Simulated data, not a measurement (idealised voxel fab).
The document below concerns the process module designated voxel air gaps.
Cross-section cut: width 170 nm, square cells of 5 nm.
If you're reading a cross-section in this doc, picture square cells in a grid; it comes to you as bands, top ones listed first down to the bottom, and a band can be one or more rows of cells.
Basically the band line says how high the top is and how high the bottom is, in nm, and then what's in it from left to right, every material with its width in nm. Empty space shows up as "empty", and if a single material carries "throughout" it runs the full band edge to edge.
Where do heights start? At 0: under that level the wafer as delivered is made of one material only. And the lowest band has no floor; it just carries on downward, as in "0 -> down".
Per-row width for "30..40": begins at first number (top row of band), ends at second number (bottom row), increment between rows held constant.
The designation "no change occurred", where it is given for a processing step, indicates that no cell of the cross-section was altered in the course of that step.
For the entry "Encapsulated voids", the listed items are empty spaces with no open way to the top whose size is 8 cells or more; each item follows the pattern width x height at distance, where distance is from the left edge and all three are in nm.
Read whatever lies past the settings on a step's line as the simulator's own remark about the step.
On any step carrying a mask, the "overlay nm" setting, if present on the step's line, tells how far right of its planned place the mask lay; negative values point to the left.
The planned process steps are enumerated hereunder:
step 1: RECEIVE [material Si]
step 2: CONFORMAL_DEP [material SiO2] [thk nm 10]
step 3: CONFORMAL_DEP [material SiN] [thk nm 5]
step 4: DIRECTIONAL_DEP [material lowk] [thk nm 40]
step 5: DIRECTIONAL_DEP [material aC] [thk nm 10]
step 6: PATTERN [tone open] [mask id LINES] [material resist] [width nm 20] [pitch nm 45] [thk nm 25] [overlay nm 0]
step 7: DIRECTIONAL_ETCH [etch materials aC] [depth nm 10]
step 8: STRIP [etch materials resist]
step 9: DIRECTIONAL_ETCH [etch materials lowk] [depth nm 40]
step 10: STRIP [etch materials aC]
step 11: CONFORMAL_DEP [material TiN] [thk nm 5]
step 12: FILL_DEP [material Ru] [thk nm 10]
step 13: CMP [height nm 55]
step 14: EPI [material Ru] [thk nm 10]
step 15: SELECTIVE_ETCH [etch materials lowk] [depth nm 50]
step 16: CONFORMAL_DEP [material SiCN] [thk nm 5]
Cross-section of the wafer at receipt, which is the condition after step 1:
  0 -> down = Si throughout
  Encapsulated voids: none
What the wafer looks like in cross-section after this module, when it starts as shown above and follows the plan above but one mistake is made in running it:
  70 -> 65 = empty (20); SiCN (40); empty (5); SiCN (40); empty (5); SiCN (40); empty (20)
  65 -> 55 = empty (20); SiCN (5); Ru (30); SiCN (5); empty (5); SiCN (5); Ru (30); SiCN (5); empty (5); SiCN (5); Ru (30); SiCN (5); empty (20)
  55 -> 50 = empty (20); SiCN (15); Ru (10); SiCN (15); empty (5); SiCN (15); Ru (10); SiCN (15); empty (5); SiCN (15); Ru (10); SiCN (15); empty (20)
  50 -> 20 = empty (25); SiCN (10); Ru (10); SiCN (10); empty (15); SiCN (10); Ru (10); SiCN (10); empty (15); SiCN (10); Ru (10); SiCN (10); empty (25)
  20 -> 15 = SiCN throughout
  15 -> 10 = SiN throughout
  10 -> 0 = SiO2 throughout
  0 -> down = Si throughout
  Encapsulated voids: none
Which mistake was made when the wafer was run? in deviation from the planned setting, step 11 was conducted as CONFORMAL_DEP [material SiCN] [thk nm 5]
